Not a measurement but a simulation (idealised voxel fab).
Proc. module: voxel capacitor over wiring
Square cells of 5 nm make up the cross-section cut, whose width is 240 nm.
In what follows, cross-sections appear as grids of square cells, described through bands that run from the top down, where every band is one or more rows of cells.
Band entry format. Leading values: height of top, height of bottom, nm. Remainder: materials in left-to-right order, each with its width in nm. Special words: "everywhere" on a single material, which then fills the band edge to edge; "blank", empty space.
Height datum 0, below which the as-received substrate wafer is one material. Lowest band open at the bottom, running downward: "top 0, no bottom".
Graded width ("30 to 40"): value in top row of band = first number; value in bottom row = second number; row-to-row change constant.
"remained the same" -> step changed no cross-section cell.
Each empty space that has no open way to the top and spans at least 8 cells appears under "Closed cavities" as width x height at distance, the distance counted from the left edge, all in nm.
Whatever follows a step's settings on its line is a remark the simulator itself makes about that step.
overlay nm: mask offset rightward from planned place, masked step; negative means leftward offset.
Quick note on how to read the rest: it's all pairs. You get the cross-section before a process step and the one after, but the after one only goes down as far as the lowest band that changed. The step in between, with its settings, sits under the pair. Heads up, the pairs can come from different runs of this module on the same starting wafer, so don't assume a pair picks up from the one above unless its "before" entry says it does.
before:
> top 85, bottom 80 = TiN everywhere
> top 80, bottom 75 = HfO2 everywhere
> top 75, bottom 65 = TiN everywhere
> top 65, bottom 50 = 70 of Ru / 5 of TiN / 15 of SiO2 / 5 of TiN / 145 of Ru
> top 50, bottom 45 = 75 of TiN / 15 of SiCN / 150 of TiN
> top 45, bottom 20 = 65 of lowk / 5 of SiCN / 20 of Ru / 5 of SiCN / 45 of lowk / 5 of SiCN / 20 of Ru / 5 of SiCN / 70 of lowk
> top 20, bottom 15 = 70 of SiCN / 20 of TiN / 55 of SiCN / 20 of TiN / 75 of SiCN
> top 15, bottom 0 = SiO2 everywhere
> top 0, no bottom = Si everywhere
> Closed cavities: none
Cut View, Post-Step:
> top 85, bottom 80 = 75 of blank / 60 of TiN / 105 of blank
> Note: structure below 80 unchanged.
> Closed cavities: none
Step that separates the before view from the after view above: MASKED_ETCH,tone cover,mask id UPPER_PLATE,width nm 60,etch materials TiN,depth nm 5,overlay nm 0
before: taken from the pair above, after panel.
Cut View, Post-Step:
> top 85, bottom 80 = 75 of blank / 60 of TiN / 105 of blank
> top 80, bottom 75 = 75 of blank / 60 of HfO2 / 105 of blank
> Note: structure below 75 unchanged.
> Closed cavities: none
Step that separates the before view from the after view above: MASKED_ETCH,tone cover,mask id UPPER_PLATE,width nm 60,etch materials HfO2,depth nm 5,overlay nm 0
before: taken from the pair above, after panel.
Cut View, Post-Step:
> top 100, bottom 85 = 70 of blank / 70 of resist / 100 of blank
> top 85, bottom 80 = 70 of blank / 5 of resist / 60 of TiN / 5 of resist / 100 of blank
> top 80, bottom 75 = 70 of blank / 5 of resist / 60 of HfO2 / 5 of resist / 100 of blank
> Note: structure below 75 unchanged.
> Closed cavities: none
Step that separates the before view from the after view above: PATTERN,tone cover,mask id LOWER_PLATE,material resist,width nm 70,thk nm 15,overlay nm 0
before: taken from the pair above, after panel.
Cut View, Post-Step:
> top 100, bottom 85 = 70 of blank / 70 of resist / 100 of blank
> top 85, bottom 80 = 70 of blank / 5 of resist / 60 of TiN / 5 of resist / 100 of blank
> top 80, bottom 75 = 70 of blank / 5 of resist / 60 of HfO2 / 5 of resist / 100 of blank
> top 75, bottom 65 = 70 of blank / 70 of TiN / 100 of blank
> Note: structure below 65 unchanged.
> Closed cavities: none
Step that separates the before view from the after view above: DIRECTIONAL_ETCH,etch materials TiN,depth nm 10
before: taken from the pair above, after panel.
Cut View, Post-Step:
> top 85, bottom 80 = 75 of blank / 60 of TiN / 105 of blank
> top 80, bottom 75 = 75 of blank / 60 of HfO2 / 105 of blank
> Note: structure below 75 unchanged.
> Closed cavities: none
Step that separates the before view from the after view above: STRIP,etch materials resist
before: taken from the pair above, after panel.
Cut View, Post-Step:
> top 105, bottom 85 = SiO2 everywhere
> top 85, bottom 80 = 75 of SiO2 / 60 of TiN / 105 of SiO2
> top 80, bottom 75 = 75 of SiO2 / 60 of HfO2 / 105 of SiO2
> top 75, bottom 65 = 70 of SiO2 / 70 of TiN / 100 of SiO2
> Note: structure below 65 unchanged.
> Closed cavities: none
Step that separates the before view from the after view above: FILL_DEP,material SiO2,thk nm 20
before: taken from the pair above, after panel.
Cut View, Post-Step:
> top 100, bottom 85 = SiO2 everywhere
> Note: structure below 85 unchanged.
> Closed cavities: none
Step that separates the before view from the after view above: CMP,height nm 100
before: taken from the pair above, after panel.
Cut View, Post-Step:
> top 110, bottom 100 = aC everywhere
> Note: structure below 100 unchanged.
> Closed cavities: none
Step that separates the before view from the after view above: DIRECTIONAL_DEP,material aC,thk nm 10
before: taken from the pair above, after panel.
Cut View, Post-Step:
> top 140, bottom 110 = 85 of resist / 15 of blank / 140 of resist
> Note: structure below 110 unchanged.
> Closed cavities: none
Step that separates the before view from the after view above: PATTERN,tone open,mask id PLUG_2,material resist,width nm 15,thk nm 30,overlay nm 0
before: taken from the pair above, after panel.
Cut View, Post-Step:
> top 130, bottom 110 = 85 of resist / 15 of blank / 140 of resist
> top 110, bottom 100 = 85 of aC / 15 of blank / 140 of aC
> Note: structure below 100 unchanged.
> Closed cavities: none
Step that separates the before view from the after view above: DIRECTIONAL_ETCH,etch materials aC,depth nm 10
before: taken from the pair above, after panel.
Cut View, Post-Step:
> top 110, bottom 100 = 85 of aC / 15 of blank / 140 of aC
> Note: structure below 100 unchanged.
> Closed cavities: none
Step that separates the before view from the after view above: STRIP,etch materials resist
before: taken from the pair above, after panel.
Cut View, Post-Step:
> top 110, bottom 100 = 85 of aC / 15 of blank / 140 of aC
> top 100, bottom 85 = 85 of SiO2 / 15 of blank / 140 of SiO2
> Note: structure below 85 unchanged.
> Closed cavities: none
Step that separates the before view from the after view above: DIRECTIONAL_ETCH,etch materials SiO2,depth nm 15
before: taken from the pair above, after panel.
Cut View, Post-Step:
> top 100, bottom 85 = 85 of SiO2 / 15 of blank / 140 of SiO2
> Note: structure below 85 unchanged.
> Closed cavities: none
Step that separates the before view from the after view above: STRIP,etch materials aC
before: taken from the pair above, after panel.
Cut View, Post-Step:
> top 105, bottom 100 = 90 of TiN / 5 of blank / 145 of TiN
> top 100, bottom 90 = 85 of SiO2 / 5 of TiN / 5 of blank / 5 of TiN / 140 of SiO2
> top 90, bottom 80 = 85 to 75 of SiO2 / 15 to 60 of TiN / 140 to 105 of SiO2
> Note: structure below 80 unchanged.
> Closed cavities: none
Step that separates the before view from the after view above: CONFORMAL_DEP,material TiN,thk nm 5
before: taken from the pair above, after panel.
Cut View, Post-Step:
> top 110, bottom 105 = W everywhere
> top 105, bottom 100 = 90 of TiN / 5 of W / 145 of TiN
> top 100, bottom 90 = 85 of SiO2 / 5 of TiN / 5 of W / 5 of TiN / 140 of SiO2
> Note: structure below 90 unchanged.
> Closed cavities: none
Step that separates the before view from the after view above: FILL_DEP,material W,thk nm 5
before: taken from the pair above, after panel.
Cut View, Post-Step:
> top 100, bottom 90 = 85 of SiO2 / 5 of TiN / 5 of W / 5 of TiN / 140 of SiO2
> Note: structure below 90 unchanged.
> Closed cavities: none
Step that separates the before view from the after view above: CMP,height nm 100
before: taken from the pair above, after panel.
Cut View, Post-Step:
> top 105, bottom 100 = SiCN everywhere
> Note: structure below 100 unchanged.
> Closed cavities: none
Step that separates the before view from the after view above: CONFORMAL_DEP,material SiCN,thk nm 5
